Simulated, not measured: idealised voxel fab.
This section sets out a process module, namely voxel capacitor over wiring.
Square cell edge 5 nm, section width 235 nm, ID cut.
In this document a cross-section is written as a grid of square cells. It is given as a series of bands, listed from the top down, and a band is one or more rows of cells.
Band: top and bottom heights (nm) first, top before bottom; then materials from left to right, widths in nm. "full width" marks a sole material filling the band edge to edge. "blank" denotes empty space.
Zero point of the height axis is 0; under it, received wafer = one material. Lowest band: continues down indefinitely, "from 0 down".
The two numbers in a width such as "30 to 40" mark its ends across the band: the first belongs to the top row of cells, the second to the bottom row, and from each row to the next the width moves by the same amount.
Basically "everything unchanged" means that step didn't change any cell in the cross-section.
"Entrapped void list": sealed empty spaces, 8 cells or more, no open way to top, listed width x height at distance, with distance from the left edge and width, height and distance in nm.
Anything after a step's settings on that line? It's the simulator's own note about the step.
On any step carrying a mask, the "overlay nm" setting, if present on the step's line, tells how far right of its planned place the mask lay; negative values point to the left.
Guide to the pairs. Each holds a before and an after cross-section around one process step; the after cross-section is cut off at the lowest band that changed. Look under the pair for the step between them and its settings. Pairs can come from different runs of this module on the same starting wafer, so a pair follows on from the one above it only where its entry headed "Before the process" says it does.
Before the process
* from 0 down  Si full width
* Entrapped void list: none
As Processed
* from 15 to 0  SiO2 full width
* Unchanged below 0.
* Entrapped void list: none
Which process step falls between the two cross-sections above? op CONFORMAL_DEP | material SiO2 | thk nm 15
Before the process: The prior state of this step coincides with the post-step cross-section of the pair just above.
As Processed
* from 20 to 15  TiN full width
* Unchanged below 15.
* Entrapped void list: none
Which process step falls between the two cross-sections above? op DIRECTIONAL_DEP | material TiN | thk nm 5
Before the process: The prior state of this step coincides with the post-step cross-section of the pair just above.
As Processed
* from 40 to 20  W full width
* Unchanged below 20.
* Entrapped void list: none
Which process step falls between the two cross-sections above? op DIRECTIONAL_DEP | material W | thk nm 20
Before the process: The prior state of this step coincides with the post-step cross-section of the pair just above.
As Processed
* from 55 to 40  aC full width
* Unchanged below 40.
* Entrapped void list: none
Which process step falls between the two cross-sections above? op DIRECTIONAL_DEP | material aC | thk nm 15
Before the process: The prior state of this step coincides with the post-step cross-section of the pair just above.
As Processed
* from 90 to 55  60 blank, then 25 resist, then 60 blank, then 25 resist, then 65 blank
* Unchanged below 55.
* Entrapped void list: none
Which process step falls between the two cross-sections above? op PATTERN | tone cover | mask id METAL_1 | material resist | width nm 25 | pitch nm 85 | thk nm 35 | overlay nm 0
Before the process: The prior state of this step coincides with the post-step cross-section of the pair just above.
As Processed
* from 75 to 55  60 blank, then 25 resist, then 60 blank, then 25 resist, then 65 blank
* from 55 to 40  60 blank, then 25 aC, then 60 blank, then 25 aC, then 65 blank
* Unchanged below 40.
* Entrapped void list: none
Which process step falls between the two cross-sections above? op DIRECTIONAL_ETCH | etch materials aC | depth nm 15
Before the process: The prior state of this step coincides with the post-step cross-section of the pair just above.
As Processed
* from 55 to 40  60 blank, then 25 aC, then 60 blank, then 25 aC, then 65 blank
* Unchanged below 40.
* Entrapped void list: none
Which process step falls between the two cross-sections above? op STRIP | etch materials resist
Before the process: The prior state of this step coincides with the post-step cross-section of the pair just above.
As Processed
* from 55 to 40  60 blank, then 25 aC, then 60 blank, then 25 aC, then 65 blank
* from 40 to 20  60 blank, then 25 W, then 60 blank, then 25 W, then 65 blank
* Unchanged below 20.
* Entrapped void list: none
Which process step falls between the two cross-sections above? op DIRECTIONAL_ETCH | etch materials W | depth nm 20
Before the process: The prior state of this step coincides with the post-step cross-section of the pair just above.
As Processed
* from 55 to 40  60 blank, then 25 aC, then 60 blank, then 25 aC, then 65 blank
* from 40 to 20  60 blank, then 25 W, then 60 blank, then 25 W, then 65 blank
* from 20 to 15  60 blank, then 25 TiN, then 60 blank, then 25 TiN, then 65 blank
* Unchanged below 15.
* Entrapped void list: none
Which process step falls between the two cross-sections above? op DIRECTIONAL_ETCH | etch materials TiN | depth nm 5
Before the process: The prior state of this step coincides with the post-step cross-section of the pair just above.
As Processed
* from 40 to 20  60 blank, then 25 W, then 60 blank, then 25 W, then 65 blank
* Unchanged below 20.
* Entrapped void list: none
Which process step falls between the two cross-sections above? op STRIP | etch materials aC
Before the process: The prior state of this step coincides with the post-step cross-section of the pair just above.
As Processed
* from 50 to 40  SiO2 full width
* from 40 to 20  60 SiO2, then 25 W, then 60 SiO2, then 25 W, then 65 SiO2
* from 20 to 15  60 SiO2, then 25 TiN, then 60 SiO2, then 25 TiN, then 65 SiO2
* Unchanged below 15.
* Entrapped void list: none
Which process step falls between the two cross-sections above? op FILL_DEP | material SiO2 | thk nm 10
Before the process: The prior state of this step coincides with the post-step cross-section of the pair just above.
As Processed
* from 40 to 20  60 SiO2, then 25 W, then 60 SiO2, then 25 W, then 65 SiO2
* Unchanged below 20.
* Entrapped void list: none
Which process step falls between the two cross-sections above? op CMP | height nm 40
Before the process: The prior state of this step coincides with the post-step cross-section of the pair just above.
As Processed
* from 45 to 40  SiCN full width
* Unchanged below 40.
* Entrapped void list: none
Which process step falls between the two cross-sections above? op CONFORMAL_DEP | material SiCN | thk nm 5
Before the process: The prior state of this step coincides with the post-step cross-section of the pair just above.
As Processed
* from 60 to 45  lowk full width
* Unchanged below 45.
* Entrapped void list: none
Which process step falls between the two cross-sections above? op DIRECTIONAL_DEP | material lowk | thk nm 15
Before the process: The prior state of this step coincides with the post-step cross-section of the pair just above.
As Processed
* from 60 to 45  70 lowk, then 15 blank, then 150 lowk
* Unchanged below 45.
* Entrapped void list: none
Which process step falls between the two cross-sections above? op MASKED_ETCH | tone open | mask id PLUG_1 | width nm 15 | etch materials lowk | depth nm 15 | overlay nm 0
Before the process: The prior state of this step coincides with the post-step cross-section of the pair just above.
As Processed
* from 60 to 45  70 lowk, then 15 blank, then 150 lowk
* from 45 to 40  70 SiCN, then 15 blank, then 150 SiCN
* Unchanged below 40.
* Entrapped void list: none
Which process step falls between the two cross-sections above? op MASKED_ETCH | tone open | mask id PLUG_1 | width nm 15 | etch materials SiCN | depth nm 5 | overlay nm 0
Before the process: The prior state of this step coincides with the post-step cross-section of the pair just above.
As Processed
* from 65 to 60  75 TiN, then 5 blank, then 155 TiN
* from 60 to 45  70 lowk, then 5 TiN, then 5 blank, then 5 TiN, then 150 lowk
* from 45 to 40  70 SiCN, then 15 TiN, then 150 SiCN
* Unchanged below 40.
* Entrapped void list: none
Which process step falls between the two cross-sections above? op CONFORMAL_DEP | material TiN | thk nm 5
Before the process: The prior state of this step coincides with the post-step cross-section of the pair just above.
As Processed
* from 75 to 65  Ru full width
* from 65 to 60  75 TiN, then 5 Ru, then 155 TiN
* from 60 to 45  70 lowk, then 5 TiN, then 5 Ru, then 5 TiN, then 150 lowk
* Unchanged below 45.
* Entrapped void list: none
Which process step falls between the two cross-sections above? op FILL_DEP | material Ru | thk nm 10
Before the process: The prior state of this step coincides with the post-step cross-section of the pair just above.
As Processed
* from 60 to 45  70 lowk, then 5 TiN, then 5 Ru, then 5 TiN, then 150 lowk
* Unchanged below 45.
* Entrapped void list: none
Which process step falls between the two cross-sections above? op CMP | height nm 60
Before the process: The prior state of this step coincides with the post-step cross-section of the pair just above.
As Processed
* from 65 to 60  TiN full width
* Unchanged below 60.
* Entrapped void list: none
Which process step falls between the two cross-sections above? op DIRECTIONAL_DEP | material TiN | thk nm 5
Before the process: The prior state of this step coincides with the post-step cross-section of the pair just above.
As Processed
* from 70 to 65  SiN full width
* Unchanged below 65.
* Entrapped void list: none
Which process step falls between the two cross-sections above? op DIRECTIONAL_DEP | material SiN | thk nm 5
Before the process: The prior state of this step coincides with the post-step cross-section of the pair just above.
As Processed
* from 80 to 70  TiN full width
* Unchanged below 70.
* Entrapped void list: none
Which process step falls between the two cross-sections above? op DIRECTIONAL_DEP | material TiN | thk nm 10
Before the process: The prior state of this step coincides with the post-step cross-section of the pair just above.
As Processed
* from 90 to 80  aC full width
* Unchanged below 80.
* Entrapped void list: none
Which process step falls between the two cross-sections above? op DIRECTIONAL_DEP | material aC | thk nm 10
Before the process: The prior state of this step coincides with the post-step cross-section of the pair just above.
As Processed
* from 115 to 90  70 blank, then 65 resist, then 100 blank
* Unchanged below 90.
* Entrapped void list: none
Which process step falls between the two cross-sections above? op PATTERN | tone cover | mask id UPPER_PLATE | material resist | width nm 65 | thk nm 25 | overlay nm 0
Before the process: The prior state of this step coincides with the post-step cross-section of the pair just above.
As Processed
* from 105 to 90  70 blank, then 65 resist, then 100 blank
* from 90 to 80  70 blank, then 65 aC, then 100 blank
* Unchanged below 80.
* Entrapped void list: none
Which process step falls between the two cross-sections above? op DIRECTIONAL_ETCH | etch materials aC | depth nm 10
Before the process: The prior state of this step coincides with the post-step cross-section of the pair just above.
As Processed
* from 90 to 80  70 blank, then 65 aC, then 100 blank
* Unchanged below 80.
* Entrapped void list: none
Which process step falls between the two cross-sections above? op STRIP | etch materials resist
Before the process: The prior state of this step coincides with the post-step cross-section of the pair just above.
As Processed
* from 90 to 80  70 blank, then 65 aC, then 100 blank
* from 80 to 70  70 blank, then 65 TiN, then 100 blank
* Unchanged below 70.
* Entrapped void list: none
Which process step falls between the two cross-sections above? op DIRECTIONAL_ETCH | etch materials TiN | depth nm 10
Before the process: The prior state of this step coincides with the post-step cross-section of the pair just above.
As Processed
* from 90 to 80  70 blank, then 65 aC, then 100 blank
* from 80 to 70  70 blank, then 65 TiN, then 100 blank
* from 70 to 65  70 blank, then 65 SiN, then 100 blank
* Unchanged below 65.
* Entrapped void list: none
Which process step falls between the two cross-sections above? op DIRECTIONAL_ETCH | etch materials SiN | depth nm 5
Before the process: The prior state of this step coincides with the post-step cross-section of the pair just above.
As Processed
* from 80 to 70  70 blank, then 65 TiN, then 100 blank
* Unchanged below 70.
* Entrapped void list: none
Which process step falls between the two cross-sections above? op STRIP | etch materials aC
Before the process: The prior state of this step coincides with the post-step cross-section of the pair just above.
As Processed
* from 90 to 80  70 blank, then 65 aC, then 100 blank
* from 80 to 75  70 blank, then 65 TiN, then 100 blank
* from 75 to 70  70 aC, then 65 TiN, then 100 aC
* from 70 to 65  70 aC, then 65 SiN, then 100 aC
* Unchanged below 65.
* Entrapped void list: none
Which process step falls between the two cross-sections above? op DIRECTIONAL_DEP | material aC | thk nm 10
Before the process: The prior state of this step coincides with the post-step cross-section of the pair just above.
As Processed
* from 120 to 90  65 blank, then 75 resist, then 95 blank
* from 90 to 80  65 blank, then 5 resist, then 65 aC, then 5 resist, then 95 blank
* from 80 to 75  65 blank, then 5 resist, then 65 TiN, then 5 resist, then 95 blank
* Unchanged below 75.
* Entrapped void list: none
Which process step falls between the two cross-sections above? op PATTERN | tone cover | mask id LOWER_PLATE | material resist | width nm 75 | thk nm 30 | overlay nm 0
Before the process: The prior state of this step coincides with the post-step cross-section of the pair just above.
As Processed
* from 110 to 90  65 blank, then 75 resist, then 95 blank
* from 90 to 80  65 blank, then 5 resist, then 65 aC, then 5 resist, then 95 blank
* from 80 to 75  65 blank, then 5 resist, then 65 TiN, then 5 resist, then 95 blank
* from 75 to 70  65 blank, then 5 aC, then 65 TiN, then 5 aC, then 95 blank
* from 70 to 65  65 blank, then 5 aC, then 65 SiN, then 5 aC, then 95 blank
* Unchanged below 65.
* Entrapped void list: none
Which process step falls between the two cross-sections above? op DIRECTIONAL_ETCH | etch materials aC | depth nm 10
Before the process: The prior state of this step coincides with the post-step cross-section of the pair just above.
As Processed
* from 90 to 80  70 blank, then 65 aC, then 100 blank
* from 80 to 75  70 blank, then 65 TiN, then 100 blank
* Unchanged below 75.
* Entrapped void list: none
Which process step falls between the two cross-sections above? op STRIP | etch materials resist
Before the process: The prior state of this step coincides with the post-step cross-section of the pair just above.
As Processed
* from 90 to 80  70 blank, then 65 aC, then 100 blank
* from 80 to 75  70 blank, then 65 TiN, then 100 blank
* from 75 to 70  65 blank, then 5 aC, then 65 TiN, then 5 aC, then 95 blank
* from 70 to 65  65 blank, then 5 aC, then 65 SiN, then 5 aC, then 95 blank
* from 65 to 60  65 blank, then 75 TiN, then 95 blank
* Unchanged below 60.
* Entrapped void list: none
Which process step falls between the two cross-sections above? op DIRECTIONAL_ETCH | etch materials TiN | depth nm 5
Before the process: The prior state of this step coincides with the post-step cross-section of the pair just above.
As Processed
* from 80 to 70  70 blank, then 65 TiN, then 100 blank
* from 70 to 65  70 blank, then 65 SiN, then 100 blank
* Unchanged below 65.
* Entrapped void list: none
Which process step falls between the two cross-sections above? op STRIP | etch materials aC
Before the process: The prior state of this step coincides with the post-step cross-section of the pair just above.
As Processed
* from 95 to 80  SiO2 full width
* from 80 to 70  70 SiO2, then 65 TiN, then 100 SiO2
* from 70 to 65  70 SiO2, then 65 SiN, then 100 SiO2
* from 65 to 60  65 SiO2, then 75 TiN, then 95 SiO2
* Unchanged below 60.
* Entrapped void list: none
Which process step falls between the two cross-sections above? op FILL_DEP | material SiO2 | thk nm 15
Before the process: The prior state of this step coincides with the post-step cross-section of the pair just above.
As Processed
* from 90 to 80  SiO2 full width
* Unchanged below 80.
* Entrapped void list: none
Which process step falls between the two cross-sections above? op CMP | height nm 90
Before the process: The prior state of this step coincides with the post-step cross-section of the pair just above.
As Processed
* from 110 to 90  80 resist, then 15 blank, then 140 resist
* Unchanged below 90.
* Entrapped void list: none
Which process step falls between the two cross-sections above? op PATTERN | tone open | mask id PLUG_2 | material resist | width nm 15 | thk nm 20 | overlay nm 0
Before the process: The prior state of this step coincides with the post-step cross-section of the pair just above.
As Processed
* from 110 to 90  80 resist, then 15 blank, then 140 resist
* from 90 to 80  80 SiO2, then 15 blank, then 140 SiO2
* Unchanged below 80.
* Entrapped void list: none
Which process step falls between the two cross-sections above? op DIRECTIONAL_ETCH | etch materials SiO2 | depth nm 10
Before the process: The prior state of this step coincides with the post-step cross-section of the pair just above.
As Processed
* from 90 to 80  80 SiO2, then 15 blank, then 140 SiO2
* Unchanged below 80.
* Entrapped void list: none
Which process step falls between the two cross-sections above? op STRIP | etch materials resist
Before the process: The prior state of this step coincides with the post-step cross-section of the pair just above.
As Processed
* from 95 to 90  85 TiN, then 5 blank, then 145 TiN
* from 90 to 85  80 SiO2, then 5 TiN, then 5 blank, then 5 TiN, then 140 SiO2
* from 85 to 80  80 SiO2, then 15 TiN, then 140 SiO2
* Unchanged below 80.
* Entrapped void list: none
Which process step falls between the two cross-sections above? op CONFORMAL_DEP | material TiN | thk nm 5
Before the process: The prior state of this step coincides with the post-step cross-section of the pair just above.
As Processed
* from 100 to 95  Cu full width
* from 95 to 90  85 TiN, then 5 Cu, then 145 TiN
* from 90 to 85  80 SiO2, then 5 TiN, then 5 Cu, then 5 TiN, then 140 SiO2
* Unchanged below 85.
* Entrapped void list: none
Which process step falls between the two cross-sections above? op FILL_DEP | material Cu | thk nm 5
Before the process: The prior state of this step coincides with the post-step cross-section of the pair just above.
As Processed
* from 90 to 85  80 SiO2, then 5 TiN, then 5 Cu, then 5 TiN, then 140 SiO2
* Unchanged below 85.
* Entrapped void list: none
Which process step falls between the two cross-sections above? op CMP | height nm 90
Before the process: The prior state of this step coincides with the post-step cross-section of the pair just above.
As Processed
* from 95 to 90  SiN full width
* Unchanged below 90.
* Entrapped void list: none
Which process step falls between the two cross-sections above? op CONFORMAL_DEP | material SiN | thk nm 5
Before the process
* from 15 to 0  SiO2 full width
* from 0 down  Si full width
* Entrapped void list: none
As Processed
* from 35 to 15  W full width
* Unchanged below 15.
* Entrapped void list: none
Which process step falls between the two cross-sections above? op DIRECTIONAL_DEP | material W | thk nm 20
Before the process: The prior state of this step coincides with the post-step cross-section of the pair just above.
As Processed
* from 50 to 35  aC full width
* Unchanged below 35.
* Entrapped void list: none
Which process step falls between the two cross-sections above? op DIRECTIONAL_DEP | material aC | thk nm 15
Before the process: The prior state of this step coincides with the post-step cross-section of the pair just above.
As Processed
* from 85 to 50  60 blank, then 25 resist, then 60 blank, then 25 resist, then 65 blank
* Unchanged below 50.
* Entrapped void list: none
Which process step falls between the two cross-sections above? op PATTERN | tone cover | mask id METAL_1 | material resist | width nm 25 | pitch nm 85 | thk nm 35 | overlay nm 0
Before the process: The prior state of this step coincides with the post-step cross-section of the pair just above.
As Processed
* from 70 to 50  60 blank, then 25 resist, then 60 blank, then 25 resist, then 65 blank
* from 50 to 35  60 blank, then 25 aC, then 60 blank, then 25 aC, then 65 blank
* Unchanged below 35.
* Entrapped void list: none
Which process step falls between the two cross-sections above? op DIRECTIONAL_ETCH | etch materials aC | depth nm 15
Before the process: The prior state of this step coincides with the post-step cross-section of the pair just above.
As Processed
* from 50 to 35  60 blank, then 25 aC, then 60 blank, then 25 aC, then 65 blank
* Unchanged below 35.
* Entrapped void list: none
Which process step falls between the two cross-sections above? op STRIP | etch materials resist
Before the process: The prior state of this step coincides with the post-step cross-section of the pair just above.
As Processed
* from 50 to 35  60 blank, then 25 aC, then 60 blank, then 25 aC, then 65 blank
* from 35 to 15  60 blank, then 25 W, then 60 blank, then 25 W, then 65 blank
* Unchanged below 15.
* Entrapped void list: none
Which process step falls between the two cross-sections above? op DIRECTIONAL_ETCH | etch materials W | depth nm 20
Before the process: The prior state of this step coincides with the post-step cross-section of the pair just above.
As Processed
* from 35 to 15  60 blank, then 25 W, then 60 blank, then 25 W, then 65 blank
* Unchanged below 15.
* Entrapped void list: none
Which process step falls between the two cross-sections above? op STRIP | etch materials aC
Before the process: The prior state of this step coincides with the post-step cross-section of the pair just above.
As Processed
* from 45 to 35  SiO2 full width
* from 35 to 15  60 SiO2, then 25 W, then 60 SiO2, then 25 W, then 65 SiO2
* Unchanged below 15.
* Entrapped void list: none
Which process step falls between the two cross-sections above? op FILL_DEP | material SiO2 | thk nm 10
Before the process: The prior state of this step coincides with the post-step cross-section of the pair just above.
As Processed
* from 40 to 35  SiO2 full width
* Unchanged below 35.
* Entrapped void list: none
Which process step falls between the two cross-sections above? op CMP | height nm 40
Before the process: The prior state of this step coincides with the post-step cross-section of the pair just above.
As Processed
* from 45 to 40  SiCN full width
* Unchanged below 40.
* Entrapped void list: none
Which process step falls between the two cross-sections above? op CONFORMAL_DEP | material SiCN | thk nm 5
Before the process: The prior state of this step coincides with the post-step cross-section of the pair just above.
As Processed
* from 60 to 45  lowk full width
* Unchanged below 45.
* Entrapped void list: none
Which process step falls between the two cross-sections above? op DIRECTIONAL_DEP | material lowk | thk nm 15
Before the process: The prior state of this step coincides with the post-step cross-section of the pair just above.
As Processed
* from 60 to 45  70 lowk, then 15 blank, then 150 lowk
* Unchanged below 45.
* Entrapped void list: none
Which process step falls between the two cross-sections above? op MASKED_ETCH | tone open | mask id PLUG_1 | width nm 15 | etch materials lowk | depth nm 15 | overlay nm 0
Before the process: The prior state of this step coincides with the post-step cross-section of the pair just above.
As Processed
* from 60 to 45  70 lowk, then 15 blank, then 150 lowk
* from 45 to 40  70 SiCN, then 15 blank, then 150 SiCN
* Unchanged below 40.
* Entrapped void list: none
Which process step falls between the two cross-sections above? op MASKED_ETCH | tone open | mask id PLUG_1 | width nm 15 | etch materials SiCN | depth nm 5 | overlay nm 0
Before the process: The prior state of this step coincides with the post-step cross-section of the pair just above.
As Processed
* from 65 to 60  75 TiN, then 5 blank, then 155 TiN
* from 60 to 45  70 lowk, then 5 TiN, then 5 blank, then 5 TiN, then 150 lowk
* from 45 to 40  70 SiCN, then 15 TiN, then 150 SiCN
* Unchanged below 40.
* Entrapped void list: none
Which process step falls between the two cross-sections above? op CONFORMAL_DEP | material TiN | thk nm 5
Before the process: The prior state of this step coincides with the post-step cross-section of the pair just above.
As Processed
* from 75 to 65  Ru full width
* from 65 to 60  75 TiN, then 5 Ru, then 155 TiN
* from 60 to 45  70 lowk, then 5 TiN, then 5 Ru, then 5 TiN, then 150 lowk
* Unchanged below 45.
* Entrapped void list: none
Which process step falls between the two cross-sections above? op FILL_DEP | material Ru | thk nm 10
Before the process: The prior state of this step coincides with the post-step cross-section of the pair just above.
As Processed
* from 60 to 45  70 lowk, then 5 TiN, then 5 Ru, then 5 TiN, then 150 lowk
* Unchanged below 45.
* Entrapped void list: none
Which process step falls between the two cross-sections above? op CMP | height nm 60
Before the process: The prior state of this step coincides with the post-step cross-section of the pair just above.
As Processed
* from 65 to 60  TiN full width
* Unchanged below 60.
* Entrapped void list: none
Which process step falls between the two cross-sections above? op DIRECTIONAL_DEP | material TiN | thk nm 5
Before the process: The prior state of this step coincides with the post-step cross-section of the pair just above.
As Processed
* from 70 to 65  SiN full width
* Unchanged below 65.
* Entrapped void list: none
Which process step falls between the two cross-sections above? op DIRECTIONAL_DEP | material SiN | thk nm 5
Before the process: The prior state of this step coincides with the post-step cross-section of the pair just above.
As Processed
* from 80 to 70  TiN full width
* Unchanged below 70.
* Entrapped void list: none
Which process step falls between the two cross-sections above? op DIRECTIONAL_DEP | material TiN | thk nm 10
Before the process: The prior state of this step coincides with the post-step cross-section of the pair just above.
As Processed
* from 90 to 80  aC full width
* Unchanged below 80.
* Entrapped void list: none
Which process step falls between the two cross-sections above? op DIRECTIONAL_DEP | material aC | thk nm 10
Before the process: The prior state of this step coincides with the post-step cross-section of the pair just above.
As Processed
* from 115 to 90  70 blank, then 65 resist, then 100 blank
* Unchanged below 90.
* Entrapped void list: none
Which process step falls between the two cross-sections above? op PATTERN | tone cover | mask id UPPER_PLATE | material resist | width nm 65 | thk nm 25 | overlay nm 0
Before the process: The prior state of this step coincides with the post-step cross-section of the pair just above.
As Processed
* from 105 to 90  70 blank, then 65 resist, then 100 blank
* from 90 to 80  70 blank, then 65 aC, then 100 blank
* Unchanged below 80.
* Entrapped void list: none
Which process step falls between the two cross-sections above? op DIRECTIONAL_ETCH | etch materials aC | depth nm 10
Before the process: The prior state of this step coincides with the post-step cross-section of the pair just above.
As Processed
* from 90 to 80  70 blank, then 65 aC, then 100 blank
* Unchanged below 80.
* Entrapped void list: none
Which process step falls between the two cross-sections above? op STRIP | etch materials resist
Before the process: The prior state of this step coincides with the post-step cross-section of the pair just above.
As Processed
* from 90 to 80  70 blank, then 65 aC, then 100 blank
* from 80 to 70  70 blank, then 65 TiN, then 100 blank
* Unchanged below 70.
* Entrapped void list: none
Which process step falls between the two cross-sections above? op DIRECTIONAL_ETCH | etch materials TiN | depth nm 10
Before the process: The prior state of this step coincides with the post-step cross-section of the pair just above.
As Processed
* from 90 to 80  70 blank, then 65 aC, then 100 blank
* from 80 to 70  70 blank, then 65 TiN, then 100 blank
* from 70 to 65  70 blank, then 65 SiN, then 100 blank
* Unchanged below 65.
* Entrapped void list: none
Which process step falls between the two cross-sections above? op DIRECTIONAL_ETCH | etch materials SiN | depth nm 5
Before the process: The prior state of this step coincides with the post-step cross-section of the pair just above.
As Processed
* from 80 to 70  70 blank, then 65 TiN, then 100 blank
* Unchanged below 70.
* Entrapped void list: none
Which process step falls between the two cross-sections above? op STRIP | etch materials aC
Before the process: The prior state of this step coincides with the post-step cross-section of the pair just above.
As Processed
* from 90 to 80  70 blank, then 65 aC, then 100 blank
* from 80 to 75  70 blank, then 65 TiN, then 100 blank
* from 75 to 70  70 aC, then 65 TiN, then 100 aC
* from 70 to 65  70 aC, then 65 SiN, then 100 aC
* Unchanged below 65.
* Entrapped void list: none
Which process step falls between the two cross-sections above? op DIRECTIONAL_DEP | material aC | thk nm 10
Before the process: The prior state of this step coincides with the post-step cross-section of the pair just above.
As Processed
* from 120 to 90  65 blank, then 75 resist, then 95 blank
* from 90 to 80  65 blank, then 5 resist, then 65 aC, then 5 resist, then 95 blank
* from 80 to 75  65 blank, then 5 resist, then 65 TiN, then 5 resist, then 95 blank
* Unchanged below 75.
* Entrapped void list: none
Which process step falls between the two cross-sections above? op PATTERN | tone cover | mask id LOWER_PLATE | material resist | width nm 75 | thk nm 30 | overlay nm 0
Before the process: The prior state of this step coincides with the post-step cross-section of the pair just above.
As Processed
* from 110 to 90  65 blank, then 75 resist, then 95 blank
* from 90 to 80  65 blank, then 5 resist, then 65 aC, then 5 resist, then 95 blank
* from 80 to 75  65 blank, then 5 resist, then 65 TiN, then 5 resist, then 95 blank
* from 75 to 70  65 blank, then 5 aC, then 65 TiN, then 5 aC, then 95 blank
* from 70 to 65  65 blank, then 5 aC, then 65 SiN, then 5 aC, then 95 blank
* Unchanged below 65.
* Entrapped void list: none
Which process step falls between the two cross-sections above? op DIRECTIONAL_ETCH | etch materials aC | depth nm 10
Before the process: The prior state of this step coincides with the post-step cross-section of the pair just above.
As Processed
* from 90 to 80  70 blank, then 65 aC, then 100 blank
* from 80 to 75  70 blank, then 65 TiN, then 100 blank
* Unchanged below 75.
* Entrapped void list: none
Which process step falls between the two cross-sections above? op STRIP | etch materials resist
Before the process: The prior state of this step coincides with the post-step cross-section of the pair just above.
As Processed
* from 90 to 80  70 blank, then 65 aC, then 100 blank
* from 80 to 75  70 blank, then 65 TiN, then 100 blank
* from 75 to 70  65 blank, then 5 aC, then 65 TiN, then 5 aC, then 95 blank
* from 70 to 65  65 blank, then 5 aC, then 65 SiN, then 5 aC, then 95 blank
* from 65 to 60  65 blank, then 75 TiN, then 95 blank
* Unchanged below 60.
* Entrapped void list: none
Which process step falls between the two cross-sections above? op DIRECTIONAL_ETCH | etch materials TiN | depth nm 5
Before the process: The prior state of this step coincides with the post-step cross-section of the pair just above.
As Processed
* from 80 to 70  70 blank, then 65 TiN, then 100 blank
* from 70 to 65  70 blank, then 65 SiN, then 100 blank
* Unchanged below 65.
* Entrapped void list: none
Which process step falls between the two cross-sections above? op STRIP | etch materials aC
Before the process: The prior state of this step coincides with the post-step cross-section of the pair just above.
As Processed
* from 95 to 80  SiO2 full width
* from 80 to 70  70 SiO2, then 65 TiN, then 100 SiO2
* from 70 to 65  70 SiO2, then 65 SiN, then 100 SiO2
* from 65 to 60  65 SiO2, then 75 TiN, then 95 SiO2
* Unchanged below 60.
* Entrapped void list: none
Which process step falls between the two cross-sections above? op FILL_DEP | material SiO2 | thk nm 15
Before the process: The prior state of this step coincides with the post-step cross-section of the pair just above.
As Processed
* from 90 to 80  SiO2 full width
* Unchanged below 80.
* Entrapped void list: none
Which process step falls between the two cross-sections above? op CMP | height nm 90
Before the process: The prior state of this step coincides with the post-step cross-section of the pair just above.
As Processed
* from 110 to 90  80 resist, then 15 blank, then 140 resist
* Unchanged below 90.
* Entrapped void list: none
Which process step falls between the two cross-sections above? op PATTERN | tone open | mask id PLUG_2 | material resist | width nm 15 | thk nm 20 | overlay nm 0
Before the process: The prior state of this step coincides with the post-step cross-section of the pair just above.
As Processed
* from 110 to 90  80 resist, then 15 blank, then 140 resist
* from 90 to 80  80 SiO2, then 15 blank, then 140 SiO2
* Unchanged below 80.
* Entrapped void list: none
Which process step falls between the two cross-sections above? op DIRECTIONAL_ETCH | etch materials SiO2 | depth nm 10
Before the process: The prior state of this step coincides with the post-step cross-section of the pair just above.
As Processed
* from 90 to 80  80 SiO2, then 15 blank, then 140 SiO2
* Unchanged below 80.
* Entrapped void list: none
Which process step falls between the two cross-sections above? op STRIP | etch materials resist
Before the process: The prior state of this step coincides with the post-step cross-section of the pair just above.
As Processed
* from 95 to 90  85 TiN, then 5 blank, then 145 TiN
* from 90 to 85  80 SiO2, then 5 TiN, then 5 blank, then 5 TiN, then 140 SiO2
* from 85 to 80  80 SiO2, then 15 TiN, then 140 SiO2
* Unchanged below 80.
* Entrapped void list: none
Which process step falls between the two cross-sections above? op CONFORMAL_DEP | material TiN | thk nm 5
Before the process: The prior state of this step coincides with the post-step cross-section of the pair just above.
As Processed
* from 100 to 95  Cu full width
* from 95 to 90  85 TiN, then 5 Cu, then 145 TiN
* from 90 to 85  80 SiO2, then 5 TiN, then 5 Cu, then 5 TiN, then 140 SiO2
* Unchanged below 85.
* Entrapped void list: none
Which process step falls between the two cross-sections above? op FILL_DEP | material Cu | thk nm 5
Before the process: The prior state of this step coincides with the post-step cross-section of the pair just above.
As Processed
* from 90 to 85  80 SiO2, then 5 TiN, then 5 Cu, then 5 TiN, then 140 SiO2
* Unchanged below 85.
* Entrapped void list: none
Which process step falls between the two cross-sections above? op CMP | height nm 90
Before the process: The prior state of this step coincides with the post-step cross-section of the pair just above.
As Processed
* from 95 to 90  SiN full width
* Unchanged below 90.
* Entrapped void list: none
Which process step falls between the two cross-sections above? op CONFORMAL_DEP | material SiN | thk nm 5
Before the process
* from 15 to 0  SiO2 full width
* from 0 down  Si full width
* Entrapped void list: none
As Processed
* from 30 to 0  SiO2 full width
* Unchanged below 0.
* Entrapped void list: none
Which process step falls between the two cross-sections above? op CONFORMAL_DEP | material SiO2 | thk nm 15
Before the process: The prior state of this step coincides with the post-step cross-section of the pair just above.
As Processed
* from 35 to 30  TiN full width
* Unchanged below 30.
* Entrapped void list: none
Which process step falls between the two cross-sections above? op DIRECTIONAL_DEP | material TiN | thk nm 5
Before the process: The prior state of this step coincides with the post-step cross-section of the pair just above.
As Processed
* from 55 to 35  W full width
* Unchanged below 35.
* Entrapped void list: none
Which process step falls between the two cross-sections above? op DIRECTIONAL_DEP | material W | thk nm 20
Before the process: The prior state of this step coincides with the post-step cross-section of the pair just above.
As Processed
* from 70 to 55  aC full width
* Unchanged below 55.
* Entrapped void list: none
Which process step falls between the two cross-sections above? op DIRECTIONAL_DEP | material aC | thk nm 15
Before the process: The prior state of this step coincides with the post-step cross-section of the pair just above.
As Processed
* from 105 to 70  60 blank, then 25 resist, then 60 blank, then 25 resist, then 65 blank
* Unchanged below 70.
* Entrapped void list: none
Which process step falls between the two cross-sections above? op PATTERN | tone cover | mask id METAL_1 | material resist | width nm 25 | pitch nm 85 | thk nm 35 | overlay nm 0
Before the process: The prior state of this step coincides with the post-step cross-section of the pair just above.
As Processed
* from 90 to 70  60 blank, then 25 resist, then 60 blank, then 25 resist, then 65 blank
* from 70 to 55  60 blank, then 25 aC, then 60 blank, then 25 aC, then 65 blank
* Unchanged below 55.
* Entrapped void list: none
Which process step falls between the two cross-sections above? op DIRECTIONAL_ETCH | etch materials aC | depth nm 15
Before the process: The prior state of this step coincides with the post-step cross-section of the pair just above.
As Processed
* from 70 to 55  60 blank, then 25 aC, then 60 blank, then 25 aC, then 65 blank
* Unchanged below 55.
* Entrapped void list: none
Which process step falls between the two cross-sections above? op STRIP | etch materials resist
